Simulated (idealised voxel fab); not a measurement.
process module | voxel quadruple lines
cross-section cut | 160 nm wide | cells 5 nm
A cross-section is a grid of square cells, given in bands from the top down. A band is one or more rows of cells.
Each band's line starts with the height of the band's top and of its bottom, in nm. Then come its materials from left to right, each with its width in nm. One material with "throughout" fills the band from edge to edge. "air" is empty space.
Height 0 is the level under which the wafer as received is all one material. The lowest band goes on downwards, as in "0 down".
A width such as "30 to 40" changes by the same amount from each row of cells to the next, from the band's top row to its bottom row.
"no change" after a step means that no cell of the cross-section changed.
closed voids: empty space of 8 cells or more with no open way to the top, each as width x height at its distance from the left edge, in nm
after a step's settings: what the simulator itself notes on the step
overlay nm, on a step with a mask: how far to the right of its planned place the mask lay; to the left if negative
plan
1 op RECEIVE | material Si
2 op CONFORMAL_DEP | material Al2O3 | thk nm 10
3 op DIRECTIONAL_DEP | material Ru | thk nm 10
4 op DIRECTIONAL_DEP | material polySi | thk nm 20
5 op DIRECTIONAL_DEP | material aC | thk nm 25
6 op PATTERN | tone cover | mask id MANDREL | material resist | width nm 30 | thk nm 30 | overlay nm 0
7 op DIRECTIONAL_ETCH | etch materials aC | depth nm 25
8 op STRIP | etch materials resist
9 op CONFORMAL_DEP | material SiO2 | thk nm 10
10 op DIRECTIONAL_ETCH | etch materials SiO2 | depth nm 10
11 op STRIP | etch materials aC
12 op DIRECTIONAL_ETCH | etch materials polySi | depth nm 20
13 op STRIP | etch materials SiO2
14 op CONFORMAL_DEP | material SiCN | thk nm 10
15 op DIRECTIONAL_ETCH | etch materials SiCN | depth nm 10
16 op STRIP | etch materials polySi
17 op DIRECTIONAL_ETCH | etch materials Ru | depth nm 10
18 op STRIP | etch materials SiCN
19 op FILL_DEP | material lowk | thk nm 5
20 op CMP | height nm 20
as received, after step 1
  0 down: Si throughout
  closed voids: none
a wafer at the end: this start, this plan, one mistake
  20 to 10: lowk 45 | Ru 10 | lowk 50 | Ru 10 | lowk 45
  10 to 0: Al2O3 throughout
  0 down: Si throughout
  closed voids: none
what went wrong: steps 11 and 12 were swapped
